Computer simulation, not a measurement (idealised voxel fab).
process module | voxel self aligned vias
cross-section cut | 230 nm wide | cells 5 nm
A cross-section is a grid of square cells, given in bands from the top down. A band is one or more rows of cells.
Each band's line starts with the height of the band's top and of its bottom, in nm. Then come its materials from left to right, each with its width in nm. One material with "throughout" fills the band from edge to edge. "air" is empty space.
Height 0 is the level under which the wafer as received is all one material. The lowest band goes on downwards, as in "0 down".
A width such as "30 to 40" changes by the same amount from each row of cells to the next, from the band's top row to its bottom row.
"no change" after a step means that no cell of the cross-section changed.
closed voids: empty space of 8 cells or more with no open way to the top, each as width x height at its distance from the left edge, in nm
after a step's settings: what the simulator itself notes on the step
overlay nm, on a step with a mask: how far to the right of its planned place the mask lay; to the left if negative
plan
1 op RECEIVE | material Si
2 op CONFORMAL_DEP | material SiO2 | thk nm 15
3 op CONFORMAL_DEP | material SiCN | thk nm 5
4 op DIRECTIONAL_DEP | material SiO2 | thk nm 30
5 op MASKED_ETCH | tone open | mask id LINES | width nm 30 | pitch nm 65 | etch materials SiO2 | depth nm 30 | overlay nm 0
6 op CONFORMAL_DEP | material TiN | thk nm 5
7 op FILL_DEP | material Ru | thk nm 5
8 op CMP | height nm 50
9 op SELECTIVE_ETCH | etch materials W Ru TiN | depth nm 10
10 op FILL_DEP | material SiN | thk nm 5
11 op CMP | height nm 50
12 op DIRECTIONAL_DEP | material SiO2 | thk nm 20
13 op MASKED_ETCH | tone open | mask id VIAS | width nm 40 | pitch nm 130 | etch materials SiO2 | depth nm 20 | overlay nm 0
14 op MASKED_ETCH | tone open | mask id VIAS | width nm 40 | pitch nm 130 | etch materials SiN | depth nm 10 | overlay nm 0
15 op CONFORMAL_DEP | material TiN | thk nm 5
16 op FILL_DEP | material Ru | thk nm 5
17 op CMP | height nm 70
18 op CONFORMAL_DEP | material SiN | thk nm 5
as received, after step 1
  0 down: Si throughout
  closed voids: none
a wafer at the end: this start, this plan, one mistake
  75 to 70: SiN throughout
  70 to 55: SiO2 35 | TiN 5 | Ru 25 | TiN 5 | SiO2 95 | TiN 5 | Ru 25 | TiN 5 | SiO2 30
  55 to 50: SiO2 35 | TiN 5 | Ru 20 | TiN 10 | SiO2 95 | TiN 5 | Ru 20 | TiN 10 | SiO2 30
  50 to 45: SiO2 35 | TiN 5 | Ru 20 | TiN 5 | SiO2 35 | SiN 30 | SiO2 35 | TiN 5 | Ru 20 | TiN 5 | SiO2 35
  45 to 40: SiO2 35 | TiN 30 | SiO2 35 | SiN 30 | SiO2 35 | TiN 30 | SiO2 35
  40 to 25: SiO2 35 | TiN 5 | Ru 20 | TiN 5 | SiO2 35 | TiN 5 | Ru 20 | TiN 5 | SiO2 35 | TiN 5 | Ru 20 | TiN 5 | SiO2 35
  25 to 20: SiO2 35 | TiN 30 | SiO2 35 | TiN 30 | SiO2 35 | TiN 30 | SiO2 35
  20 to 15: SiCN throughout
  15 to 0: SiO2 throughout
  0 down: Si throughout
  closed voids: none
what went wrong: step 13 ran as: op MASKED_ETCH | tone open | mask id VIAS | width nm 35 | pitch nm 130 | etch materials SiO2 | depth nm 20 | overlay nm 0
